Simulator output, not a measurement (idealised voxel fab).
This section sets out a process module, namely voxel tone inversion.
Shown is cross-section cut, with a width of 220 nm and square cells of size 5 nm.
Just so we're on the same page, the cross-sections are grids of square cells, and they're listed out in bands top to bottom, each band one or more rows deep.
Band: top and bottom heights (nm) first, top before bottom; then materials from left to right, widths in nm. "edge to edge" marks a sole material filling the band edge to edge. "air" denotes empty space.
Heads up on the height convention: 0 is the point under which the incoming wafer is all one material, and the lowest band has no bottom, it just keeps going down, like "0 -> down".
It should be noted that a width expressed as "30..40" varies in equal increments from row to row of cells within the band, taking the value of the first number at the top row and that of the second number at the bottom row.
You'll sometimes find "no alterations made" written for a step, and that's the way of saying that nowhere in the cross-section did a cell change during that step.
Reported under the label "Sealed-off cavities" are the empty spaces having no open way to the top and comprising 8 cells or more; the notation for each is width x height at distance, in which the distance is measured from the left edge and all three values are in nm.
What comes after the settings on a step's line is commentary from the simulator itself on that step.
overlay nm: mask right of planned place by this much (step with mask). Neg. = left.

Process steps - plan
1) RECEIVE: material Si
2) CONFORMAL_DEP: material SiN, thk nm 10
3) DIRECTIONAL_DEP: material polySi, thk nm 25
4) PATTERN: tone cover, mask id POSTS, material resist, width nm 20, pitch nm 45, thk nm 30, overlay nm 0
5) DIRECTIONAL_ETCH: etch materials polySi, depth nm 25
6) STRIP: etch materials resist
7) FILL_DEP: material lowk, thk nm 10
8) CMP: height nm 35
9) STRIP: etch materials polySi
10) CONFORMAL_DEP: material TiN, thk nm 5
11) FILL_DEP: material Cu, thk nm 5
12) CMP: height nm 35
13) CONFORMAL_DEP: material SiCN, thk nm 5

Cross-section, incoming material, after step 1
- 0 -> down: Si edge to edge
- Sealed-off cavities: none

What the wafer looks like in cross-section after this module, when it starts as shown above and follows the plan above but one mistake is made in running it
- 45 -> 40: SiCN edge to edge
- 40 -> 35: 35 TiN, 10 Cu, 35 TiN, 10 Cu, 35 TiN, 10 Cu, 35 TiN, 10 Cu, 40 TiN
- 35 -> 15: 30 lowk, 5 TiN, 10 Cu, 5 TiN, 25 lowk, 5 TiN, 10 Cu, 5 TiN, 25 lowk, 5 TiN, 10 Cu, 5 TiN, 25 lowk, 5 TiN, 10 Cu, 5 TiN, 35 lowk
- 15 -> 10: 30 lowk, 20 TiN, 25 lowk, 20 TiN, 25 lowk, 20 TiN, 25 lowk, 20 TiN, 35 lowk
- 10 -> 0: SiN edge to edge
- 0 -> down: Si edge to edge
- Sealed-off cavities: none
Which mistake was made when the wafer was run? step 12 was not run as planned; what actually ran was CMP: height nm 40
